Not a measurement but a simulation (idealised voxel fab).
The process module that follows is named voxel ribs on slabs.
The cross-section on display is named cut; it measures 225 nm wide, and its cells are 5 nm squares.
Think of the cross-section as a grid of square cells. We describe it in bands, top to bottom, and each band covers one or more rows of those cells.
Quick guide to a band line: top height, bottom height (nm) up front; then every material left to right with its width in nm. Only one material and it's marked "edge to edge"? Then it fills the band edge to edge. And "blank" just means empty space.
We count height from 0. Below that, the starting wafer is all one material. The lowest band never ends at the bottom but goes on down; see "0 nm and below" for how that is written.
Think of "30 to 40" as a width that walks from the first number to the second as you go down the band, top row to bottom row, taking equal-sized steps from row to row.
Reading "nothing changed" for a step: not a cell of the cross-section changed in it.
Voids not open to the top, 8 cells minimum: see "Unvented voids". Written width x height at distance; distance is from the left edge; nm.
Text after the settings on a step's line: the simulator's own remark on that step.
What "overlay nm" on a step's line means: if the step has a mask, that mask lay this far to the right of its planned place, or, when the value is negative, to the left.
Process steps (planned)
- 1: RECEIVE,material Si
- 2: DIRECTIONAL_DEP,material SiO2,thk nm 20
- 3: DIRECTIONAL_DEP,material SiN,thk nm 25
- 4: PATTERN,tone cover,mask id RIB,material resist,width nm 15,thk nm 15,overlay nm 0
- 5: DIRECTIONAL_ETCH,etch materials SiN,depth nm 15
- 6: STRIP,etch materials resist
- 7: MASKED_ETCH,tone cover,mask id SLAB,width nm 65,etch materials SiN,depth nm 10,overlay nm 0
- 8: FILL_DEP,material SiO2,thk nm 25
- 9: CMP,height nm 65
- 10: DIRECTIONAL_DEP,material TiN,thk nm 10
- 11: MASKED_ETCH,tone cover,mask id HEATER,width nm 25,etch materials TiN,depth nm 10,overlay nm 0
- 12: CONFORMAL_DEP,material SiN,thk nm 10
Incoming wafer, cross-sectional view, post step 1
	0 nm and below | Si edge to edge
	Unvented voids: none
End state of the module in cross-section, given the above starting point and plan and one mistake in execution
	80 nm to 75 nm | 90 blank, 45 SiN, 90 blank
	75 nm to 70 nm | SiN edge to edge
	70 nm to 65 nm | 100 SiN, 25 TiN, 100 SiN
	65 nm to 45 nm | SiO2 edge to edge
	45 nm to 30 nm | 105 SiO2, 15 SiN, 105 SiO2
	30 nm to 20 nm | 80 SiO2, 65 SiN, 80 SiO2
	20 nm to 0 nm | SiO2 edge to edge
	0 nm and below | Si edge to edge
	Unvented voids: none
It is concluded that the wafer was processed incorrectly with respect to the plan, in that not per plan at step 10, really ran DIRECTIONAL_DEP,material TiN,thk nm 5
